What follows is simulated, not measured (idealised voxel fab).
The following process module bears the name voxel spacer lines.
In the cross-section labelled cut, the width is 220 nm and each square cell is 5 nm.
A cross-section is written here as square cells arranged in a grid, and it is given in bands from the top down, each band taking up one or more rows of cells. Band: top height; bottom height; in nm. Then, left to right: material with width in nm, for each material. "everywhere": a single material spanning edge to edge. "air": empty space. Basically, 0 is our baseline, since under it the wafer straight out of the box is all one material. The bottom band has no lower end and keeps on going down, so it looks like "z 0 and below". The two numbers in a width such as "30 to 40" mark its ends across the band: the first belongs to the top row of cells, the second to the bottom row, and from each row to the next the width moves by the same amount. The cross-section has no changed cell in any step marked "same as before". Closed empty spaces (no open way to the top) of 8 cells or more are what "Closed empty spaces" lists, each as width x height at distance from the left edge, nm for all three. If you see something after the settings on a step's line, that's the simulator's own remark about that step. If you see "overlay nm" on a step's line and that step has a mask, it's telling you how far right of where it was planned the mask ended up; a negative number means it went left instead.

STEPS IN THE PROCESS PLAN
1,RECEIVE, material Si
2,CONFORMAL_DEP, material Al2O3, thk nm 10
3,DIRECTIONAL_DEP, material TiN, thk nm 15
4,DIRECTIONAL_DEP, material aC, thk nm 30
5,PATTERN, tone cover, mask id MANDREL, material resist, width nm 25, pitch nm 80, thk nm 40, overlay nm 0
6,DIRECTIONAL_ETCH, etch materials aC, depth nm 30
7,STRIP, etch materials resist
8,CONFORMAL_DEP, material SiN, thk nm 15
9,DIRECTIONAL_ETCH, etch materials SiN, depth nm 15
10,STRIP, etch materials aC
11,DIRECTIONAL_ETCH, etch materials TiN, depth nm 15
12,STRIP, etch materials SiN
13,FILL_DEP, material SiO2, thk nm 10
14,CMP, height nm 25

CROSS-SECTIONAL VIEW OF THE WAFER IN ITS AS-RECEIVED CONDITION, CORRESPONDING TO THE STATE AFTER STEP 1
    z 0 and below | Si everywhere
    Closed empty spaces: none

WAFER AT MODULE END, IN SECTION. BEGAN AS ABOVE, PLANNED AS ABOVE, RUN WITH ONE MISTAKE
    z 25 to 15 | Al2O3 everywhere
    z 15 to 0 | TiN everywhere
    z 0 and below | Si everywhere
    Closed empty spaces: none
Heads up, the wafer didn't run the way we planned it: steps 2 and 3 run out of order (swapped)
